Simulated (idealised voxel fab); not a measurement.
Title: Process Module voxel trench capacitor
We display cut, a cross-section 235 nm in width whose square cells are each 5 nm.
A cross-section is a grid of square cells, given in bands from the top down. A band is one or more rows of cells.
Heads up on the band format: heights come first, top then bottom, in nm. After that it's the materials left to right, each with its width in nm. A single material flagged "edge to edge" fills the whole band edge to edge, and "air" means there's empty space there.
Height 0 is the level under which the wafer as received is all one material. The lowest band goes on downwards, as in "0 and below".
Read "30..40" as a graded width: first number on top, second number at the bottom, same change between each pair of neighbouring rows.
Reading "remains unaltered" for a step: not a cell of the cross-section changed in it.
So "Enclosed void list" is basically the list of trapped voids: any empty space of 8 cells or more that can't reach the top through an opening. They're written width x height at distance, the distance being from the left edge, and it's all nm.
The remark found on a step's line after its settings is issued by the simulator itself and pertains to that step.
The "overlay nm" setting may appear on a step's line; for a step that uses a mask, it gives how far to the right of its planned position the mask lay, and a negative value indicates the left.
The planned process steps are enumerated hereunder:
1,RECEIVE (material Si)
2,CONFORMAL_DEP (material SiN; thk nm 10)
3,MASKED_ETCH (tone open; mask id TRENCH; width nm 15; pitch nm 45; etch materials SiN; depth nm 10; overlay nm 0)
4,MASKED_ETCH (tone open; mask id TRENCH; width nm 15; pitch nm 45; etch materials Si; depth nm 25; overlay nm 0)
5,CONFORMAL_DEP (material SiO2; thk nm 5)
6,FILL_DEP (material polySi; thk nm 5)
7,CMP (height nm 10)
Of two wafers, the first: run according to plan:
Incoming wafer in cross-section (state: after step 1):
	0 and below: Si edge to edge
	Enclosed void list: none
The wafer, seen in cross-section, after step 2:
	10 down to 0: SiN edge to edge
	Beneath the level 0, the cross-section is identical to its previous state.
The wafer, seen in cross-section, after step 3:
	10 down to 0: 85 of SiN | 15 of air | 30 of SiN | 15 of air | 90 of SiN
	Beneath the level 0, the cross-section is identical to its previous state.
The wafer, seen in cross-section, after step 4:
	10 down to 0: 85 of SiN | 15 of air | 30 of SiN | 15 of air | 90 of SiN
	0 down to -25: 85 of Si | 15 of air | 30 of Si | 15 of air | 90 of Si
	Beneath the level -25, the cross-section is identical to its previous state.
The wafer, seen in cross-section, after step 5:
	15 down to 10: 90 of SiO2 | 5 of air | 40 of SiO2 | 5 of air | 95 of SiO2
	10 down to 0: 85 of SiN | 5 of SiO2 | 5 of air | 5 of SiO2 | 30 of SiN | 5 of SiO2 | 5 of air | 5 of SiO2 | 90 of SiN
	0 down to -20: 85 of Si | 5 of SiO2 | 5 of air | 5 of SiO2 | 30 of Si | 5 of SiO2 | 5 of air | 5 of SiO2 | 90 of Si
	-20 down to -25: 85 of Si | 15 of SiO2 | 30 of Si | 15 of SiO2 | 90 of Si
	Beneath the level -25, the cross-section is identical to its previous state.
The wafer, seen in cross-section, after step 6:
	20 down to 15: polySi edge to edge
	15 down to 10: 90 of SiO2 | 5 of polySi | 40 of SiO2 | 5 of polySi | 95 of SiO2
	10 down to 0: 85 of SiN | 5 of SiO2 | 5 of polySi | 5 of SiO2 | 30 of SiN | 5 of SiO2 | 5 of polySi | 5 of SiO2 | 90 of SiN
	0 down to -20: 85 of Si | 5 of SiO2 | 5 of polySi | 5 of SiO2 | 30 of Si | 5 of SiO2 | 5 of polySi | 5 of SiO2 | 90 of Si
	Beneath the level -20, the cross-section is identical to its previous state.
The wafer, seen in cross-section, after step 7:
	10 down to 0: 85 of SiN | 5 of SiO2 | 5 of polySi | 5 of SiO2 | 30 of SiN | 5 of SiO2 | 5 of polySi | 5 of SiO2 | 90 of SiN
	Beneath the level 0, the cross-section is identical to its previous state.
What follows concerns the second wafer, which started out like the first and was meant to follow the very same plan; one mistake crept in when it was run, but everything up to and including step 3 is the same as for the first wafer:
Cross-section of the second wafer corresponding to the planned conclusion of step 4:
	10 down to 0: 85 of SiN | 15 of air | 30 of SiN | 15 of air | 90 of SiN
	0 down to -50: 85 of Si | 15 of air | 30 of Si | 15 of air | 90 of Si
	Beneath the level -50, the cross-section is identical to its previous state.
Cross-section of the second wafer corresponding to the planned conclusion of step 5:
	15 down to 10: 90 of SiO2 | 5 of air | 40 of SiO2 | 5 of air | 95 of SiO2
	10 down to 0: 85 of SiN | 5 of SiO2 | 5 of air | 5 of SiO2 | 30 of SiN | 5 of SiO2 | 5 of air | 5 of SiO2 | 90 of SiN
	0 down to -45: 85 of Si | 5 of SiO2 | 5 of air | 5 of SiO2 | 30 of Si | 5 of SiO2 | 5 of air | 5 of SiO2 | 90 of Si
	-45 down to -50: 85 of Si | 15 of SiO2 | 30 of Si | 15 of SiO2 | 90 of Si
	Beneath the level -50, the cross-section is identical to its previous state.
Cross-section of the second wafer corresponding to the planned conclusion of step 6:
	20 down to 15: polySi edge to edge
	15 down to 10: 90 of SiO2 | 5 of polySi | 40 of SiO2 | 5 of polySi | 95 of SiO2
	10 down to 0: 85 of SiN | 5 of SiO2 | 5 of polySi | 5 of SiO2 | 30 of SiN | 5 of SiO2 | 5 of polySi | 5 of SiO2 | 90 of SiN
	0 down to -45: 85 of Si | 5 of SiO2 | 5 of polySi | 5 of SiO2 | 30 of Si | 5 of SiO2 | 5 of polySi | 5 of SiO2 | 90 of Si
	Beneath the level -45, the cross-section is identical to its previous state.
Cross-section of the second wafer corresponding to the planned conclusion of step 7:
	10 down to 0: 85 of SiN | 5 of SiO2 | 5 of polySi | 5 of SiO2 | 30 of SiN | 5 of SiO2 | 5 of polySi | 5 of SiO2 | 90 of SiN
	Beneath the level 0, the cross-section is identical to its previous state.
It is concluded that the wafer was processed incorrectly with respect to the plan, in that step 4 of the plan was performed twice
It is noted that, at the conclusion of processing, the second wafer exhibits a higher or lower cell count for certain materials relative to the first: 30 fewer of Si; 20 more of SiO2; 10 more of polySi
